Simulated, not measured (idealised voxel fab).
process module | voxel capacitor over wiring
cross-section cut | 175 nm wide | cells 5 nm
A cross-section is a grid of square cells, given in bands from the top down. A band is one or more rows of cells.
Each band's line starts with the height of the band's top and of its bottom, in nm. Then come its materials from left to right, each with its width in nm. One material with "throughout" fills the band from edge to edge. "air" is empty space.
Height 0 is the level under which the wafer as received is all one material. The lowest band goes on downwards, as in "0 down".
A width such as "30 to 40" changes by the same amount from each row of cells to the next, from the band's top row to its bottom row.
"no change" after a step means that no cell of the cross-section changed.
closed voids: empty space of 8 cells or more with no open way to the top, each as width x height at its distance from the left edge, in nm
after a step's settings: what the simulator itself notes on the step
overlay nm, on a step with a mask: how far to the right of its planned place the mask lay; to the left if negative
plan
1 op RECEIVE | material Si
2 op CONFORMAL_DEP | material SiO2 | thk nm 15
3 op DIRECTIONAL_DEP | material TiN | thk nm 5
4 op DIRECTIONAL_DEP | material Ru | thk nm 20
5 op PATTERN | tone cover | mask id METAL_1 | material resist | width nm 20 | pitch nm 70 | thk nm 15 | overlay nm 0
6 op DIRECTIONAL_ETCH | etch materials Ru | depth nm 20
7 op DIRECTIONAL_ETCH | etch materials TiN | depth nm 5
8 op STRIP | etch materials resist
9 op FILL_DEP | material lowk | thk nm 10
10 op CMP | height nm 40
11 op CONFORMAL_DEP | material SiCN | thk nm 5
12 op DIRECTIONAL_DEP | material SiO2 | thk nm 20
13 op PATTERN | tone open | mask id PLUG_1 | material resist | width nm 15 | thk nm 20 | overlay nm 0
14 op DIRECTIONAL_ETCH | etch materials SiO2 | depth nm 20
15 op DIRECTIONAL_ETCH | etch materials SiCN | depth nm 5
16 op STRIP | etch materials resist
17 op CONFORMAL_DEP | material TiN | thk nm 5
18 op FILL_DEP | material Ru | thk nm 10
19 op CMP | height nm 65
20 op DIRECTIONAL_DEP | material TiN | thk nm 5
21 op DIRECTIONAL_DEP | material SiN | thk nm 5
22 op DIRECTIONAL_DEP | material TiN | thk nm 5
23 op PATTERN | tone cover | mask id UPPER_PLATE | material resist | width nm 55 | thk nm 20 | overlay nm 0
24 op DIRECTIONAL_ETCH | etch materials TiN | depth nm 5
25 op DIRECTIONAL_ETCH | etch materials SiN | depth nm 5
26 op STRIP | etch materials resist
27 op MASKED_ETCH | tone cover | mask id LOWER_PLATE | width nm 65 | etch materials TiN | depth nm 5 | overlay nm 0
28 op FILL_DEP | material SiO2 | thk nm 15
29 op CMP | height nm 90
30 op DIRECTIONAL_DEP | material aC | thk nm 10
31 op PATTERN | tone open | mask id PLUG_2 | material resist | width nm 15 | thk nm 25 | overlay nm 0
32 op DIRECTIONAL_ETCH | etch materials aC | depth nm 10
33 op STRIP | etch materials resist
34 op DIRECTIONAL_ETCH | etch materials SiO2 | depth nm 10
35 op STRIP | etch materials aC
36 op CONFORMAL_DEP | material TiN | thk nm 5
37 op FILL_DEP | material W | thk nm 5
38 op CMP | height nm 90
39 op CONFORMAL_DEP | material SiCN | thk nm 5
as received, after step 1
  0 down: Si throughout
  closed voids: none
a wafer at the end: this start, this plan, one mistake
  95 to 90: SiCN throughout
  90 to 85: SiO2 55 | TiN 5 | W 5 | TiN 5 | SiO2 105
  85 to 75: SiO2 55 to 45 | TiN 15 to 55 | SiO2 105 to 75
  75 to 70: SiO2 45 | SiN 55 | SiO2 75
  70 to 65: SiO2 40 | TiN 65 | SiO2 70
  65 to 60: Ru throughout
  60 to 55: TiN 50 | Ru 5 | TiN 120
  55 to 35: SiO2 45 | TiN 5 | Ru 5 | TiN 5 | SiO2 115
  35 to 30: SiCN 45 | TiN 15 | SiCN 115
  30 to 20: lowk 40 | Ru 20 | lowk 50 | Ru 20 | lowk 45
  20 to 15: lowk 40 | TiN 20 | lowk 50 | TiN 20 | lowk 45
  15 to 0: SiO2 throughout
  0 down: Si throughout
  closed voids: none
what went wrong: step 10 ran as: op CMP | height nm 30
